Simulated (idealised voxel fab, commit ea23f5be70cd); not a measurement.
process module | voxel transistor to metal
cross-section cut | 265 nm wide | cells 5 nm
A cross-section is a grid of square cells, given in bands from the top down. A band is one or more rows of cells.
Each band's line starts with the height of the band's top and of its bottom, in nm. Then come its materials from left to right, each with its width in nm. One material with "throughout" fills the band from edge to edge. "air" is empty space.
Height 0 is the level under which the wafer as received is all one material. The lowest band goes on downwards, as in "0 down".
A width such as "30 to 40" changes by the same amount from each row of cells to the next, from the band's top row to its bottom row.
"no change" after a step means that no cell of the cross-section changed.
closed voids: empty space of 8 cells or more with no open way to the top, each as width x height at its distance from the left edge, in nm
after a step's settings: what the simulator itself notes on the step
overlay nm, on a step with a mask: how far to the right of its planned place the mask lay; to the left if negative
plan
1 op RECEIVE | material Si
2 op OXIDIZE | depth nm 5
3 op CONFORMAL_DEP | material SiN | thk nm 15
4 op MASKED_ETCH | tone cover | mask id ACTIVE | width nm 105 | pitch nm 130 | etch materials SiN | depth nm 15 | overlay nm 0
5 op MASKED_ETCH | tone cover | mask id ACTIVE | width nm 105 | pitch nm 130 | etch materials SiO2 | depth nm 5 | overlay nm 0
6 op MASKED_ETCH | tone cover | mask id ACTIVE | width nm 105 | pitch nm 130 | etch materials Si | depth nm 30 | overlay nm 0
7 op OXIDIZE | depth nm 5
8 op FILL_DEP | material SiO2 | thk nm 5
9 op CMP | height nm 15
10 op SELECTIVE_ETCH | etch materials SiO2 | depth nm 10
11 op STRIP | etch materials SiN
12 op SELECTIVE_ETCH | etch materials SiO2 | depth nm 5
13 op OXIDIZE | depth nm 5
14 op DIRECTIONAL_DEP | material polySi | thk nm 20
15 op DIRECTIONAL_DEP | material SiCN | thk nm 15
16 op DIRECTIONAL_DEP | material aC | thk nm 15
17 op PATTERN | tone cover | mask id GATE | material resist | width nm 15 | pitch nm 130 | thk nm 35 | overlay nm 0
18 op DIRECTIONAL_ETCH | etch materials aC | depth nm 15
19 op STRIP | etch materials resist
20 op DIRECTIONAL_ETCH | etch materials SiCN | depth nm 25
21 op DIRECTIONAL_ETCH | etch materials polySi | depth nm 30
22 op STRIP | etch materials aC
23 op CONFORMAL_DEP | material SiO2 | thk nm 5
24 op DIRECTIONAL_ETCH | etch materials SiO2 | depth nm 5
25 op CONFORMAL_DEP | material SiN | thk nm 10
26 op DIRECTIONAL_ETCH | etch materials SiN | depth nm 10
27 op DIRECTIONAL_ETCH | etch materials SiO2 | depth nm 5
28 op DIRECTIONAL_ETCH | etch materials Si | depth nm 15
29 op EPI | material SiGe | thk nm 15
30 op FILL_DEP | material SiO2 | thk nm 10
31 op CMP | height nm 30
32 op DIRECTIONAL_DEP | material SiO2 | thk nm 10
33 op DIRECTIONAL_DEP | material aC | thk nm 15
34 op PATTERN | tone open | mask id CONTACT | material resist | width nm 35 | thk nm 35 | overlay nm 0
35 op DIRECTIONAL_ETCH | etch materials aC | depth nm 15
36 op STRIP | etch materials resist
37 op DIRECTIONAL_ETCH | etch materials SiO2 | depth nm 35
38 op STRIP | etch materials aC
39 op CONFORMAL_DEP | material TiN | thk nm 5
40 op FILL_DEP | material Ru | thk nm 10
41 op CMP | height nm 40
42 op CONFORMAL_DEP | material SiN | thk nm 5
43 op DIRECTIONAL_DEP | material SiO2 | thk nm 20
44 op MASKED_ETCH | tone open | mask id METAL_1 | width nm 20 | etch materials SiO2 | depth nm 20 | overlay nm 0
45 op MASKED_ETCH | tone open | mask id METAL_1 | width nm 20 | etch materials SiN | depth nm 5 | overlay nm 0
46 op CONFORMAL_DEP | material TiN | thk nm 5
47 op FILL_DEP | material Cu | thk nm 10
48 op CMP | height nm 65
49 op CONFORMAL_DEP | material SiCN | thk nm 5
as received, after step 1
  0 down: Si throughout
  closed voids: none
a wafer at the end: this start, this plan, one mistake
  70 to 65: SiCN throughout
  65 to 50: SiO2 20 | TiN 5 | Cu 10 | TiN 5 | SiO2 55 | TiN 5 | Cu 10 | TiN 5 | SiO2 35 | TiN 5 | Cu 10 | TiN 5 | SiO2 55 | TiN 5 | Cu 10 | TiN 5 | SiO2 20
  50 to 45: SiO2 20 | TiN 20 | SiO2 55 | TiN 20 | SiO2 35 | TiN 20 | SiO2 55 | TiN 20 | SiO2 20
  45 to 40: Cu throughout
  40 to 30: SiO2 20 | TiN 5 | Ru 25 to 15 | TiN 5 to 15 | SiO2 25 | TiN 5 to 15 | Ru 25 to 15 | TiN 5 | SiO2 35 | TiN 5 | Ru 25 to 15 | TiN 5 to 15 | SiO2 25 | TiN 5 to 15 | Ru 25 to 15 | TiN 5 | SiO2 20
  30 to 15: SiO2 20 | TiN 5 | Ru 15 | TiN 5 | SiN 10 | SiO2 5 | SiCN 15 | SiO2 5 | SiN 10 | TiN 5 | Ru 15 | TiN 5 | SiO2 35 | TiN 5 | Ru 15 | TiN 5 | SiN 10 | SiO2 5 | SiCN 15 | SiO2 5 | SiN 10 | TiN 5 | Ru 15 | TiN 5 | SiO2 20
  15 to 10: SiO2 20 | TiN 5 | Ru 15 | TiN 5 | SiN 10 | SiO2 5 | polySi 15 | SiO2 5 | SiN 10 | TiN 5 | Ru 15 | TiN 5 | SiO2 35 | TiN 5 | Ru 15 | TiN 5 | SiN 10 | SiO2 5 | polySi 15 | SiO2 5 | SiN 10 | TiN 5 | Ru 15 | TiN 5 | SiO2 20
  10 to 5: SiO2 20 | TiN 25 | SiN 10 | SiO2 5 | polySi 15 | SiO2 5 | SiN 10 | TiN 25 | SiO2 35 | TiN 25 | SiN 10 | SiO2 5 | polySi 15 | SiO2 5 | SiN 10 | TiN 25 | SiO2 20
  5 to 0: SiO2 20 | SiGe 25 | SiN 10 | SiO2 5 | polySi 15 | SiO2 5 | SiN 10 | SiGe 25 | SiO2 35 | SiGe 25 | SiN 10 | SiO2 5 | polySi 15 | SiO2 5 | SiN 10 | SiGe 25 | SiO2 20
  0 to -5: SiO2 15 | SiN 10 | SiGe 20 | SiN 10 | SiO2 5 | polySi 15 | SiO2 5 | SiN 10 | SiGe 20 | SiN 10 | SiO2 25 | SiN 10 | SiGe 20 | SiN 10 | SiO2 5 | polySi 15 | SiO2 5 | SiN 10 | SiGe 20 | SiN 10 | SiO2 15
  -5 to -10: SiO2 25 | SiGe 20 | SiO2 45 | SiGe 20 | SiO2 45 | SiGe 20 | SiO2 45 | SiGe 20 | SiO2 25
  -10 to -25: SiO2 20 | Si 5 | SiGe 20 | Si 45 | SiGe 20 | Si 5 | SiO2 35 | Si 5 | SiGe 20 | Si 45 | SiGe 20 | Si 5 | SiO2 20
  -25 to -40: SiO2 20 | Si 95 | SiO2 35 | Si 95 | SiO2 20
  -40 down: Si throughout
  closed voids: none
what went wrong: step 42 ran as: op CONFORMAL_DEP | material Cu | thk nm 5
